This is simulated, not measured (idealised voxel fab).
Process module, titled voxel released beams
Section cut is 285 nm wide and gridded with 5 nm square cells.
Throughout this document, each cross-section is represented as a grid of square cells and is presented as a sequence of bands enumerated from the top downward, where a band comprises one or more rows of cells.
Look at the band entry: it leads with the top's height and the bottom's height in nm. Then it lists the materials left to right, with a width in nm for each. The word "everywhere" on a single material says that material fills the band edge to edge. The word "blank" is empty space.
Heights from 0 (as-received wafer is one material below). Bottom band endless downward, as "0..down".
Graded width ("30->40"): value in top row of band = first number; value in bottom row = second number; row-to-row change constant.
The cross-section has no changed cell in any step marked "no change".
"closed voids" enumerates empty spaces isolated from the top, with no open way to it, that contain at least 8 cells, giving each as width x height at distance from the left edge, all three in nm.
Step line, after settings: the simulator's comment on this step.
For masked steps, "overlay nm" on the step line gives how far right of plan the mask actually lay; a minus sign means it lay to the left.
Intended process steps
step 1: RECEIVE with material Si
step 2: CONFORMAL_DEP with material Al2O3, thk nm 5
step 3: DIRECTIONAL_DEP with material SiO2, thk nm 20
step 4: PATTERN with tone open, mask id ANCHOR, material resist, width nm 35, thk nm 20, overlay nm 0
step 5: DIRECTIONAL_ETCH with etch materials SiO2, depth nm 20
step 6: STRIP with etch materials resist
step 7: CONFORMAL_DEP with material SiN, thk nm 15
step 8: MASKED_ETCH with tone cover, mask id BEAM, width nm 85, etch materials SiN, depth nm 5, overlay nm 0
step 9: STRIP with etch materials SiO2
Across this set of wafers, the varied parameter is the depth nm of step 8. Starting conditions are identical for every wafer, and the plan reports the value assigned to the first wafer.
First of several wafers, received after step 1, in cross-section
	0..down: Si everywhere
	closed voids: none
After the module's final step, step 9: the first of several wafers in cross-section
	40..35: blank (95), then SiN (20), then blank (5), then SiN (60), then blank (105)
	35..25: SiN (115), then blank (5), then SiN (165)
	25..20: SiO2 (100), then SiN (15), then blank (5), then SiN (15), then SiO2 (150)
	20..5: SiO2 (100), then SiN (35), then SiO2 (150)
	5..0: Al2O3 everywhere
	0..down: Si everywhere
	closed voids: none
End of module, last wafer sectioned
	40..25: blank (95), then SiN (20), then blank (5), then SiN (60), then blank (105)
	25..20: blank (100), then SiN (15), then blank (5), then SiN (15), then blank (150)
	20..5: blank (100), then SiN (35), then blank (150)
	5..0: Al2O3 everywhere
	0..down: Si everywhere
	closed voids: none
Row per wafer, end-of-module: cell gain (+)/loss (-) by material since the wafer came in, then closed voids
depth nm 5 | +57 Al2O3 | +155 SiN | +200 SiO2 | closed voids: none
depth nm 10 | +57 Al2O3 | +115 SiN | +200 SiO2 | closed voids: none
depth nm 15 | +57 Al2O3 | +75 SiN | closed voids: none
depth nm 20 | +57 Al2O3 | +75 SiN | closed voids: none
depth nm 25 | +57 Al2O3 | +75 SiN | closed voids: none
depth nm 30 | +57 Al2O3 | +75 SiN | closed voids: none
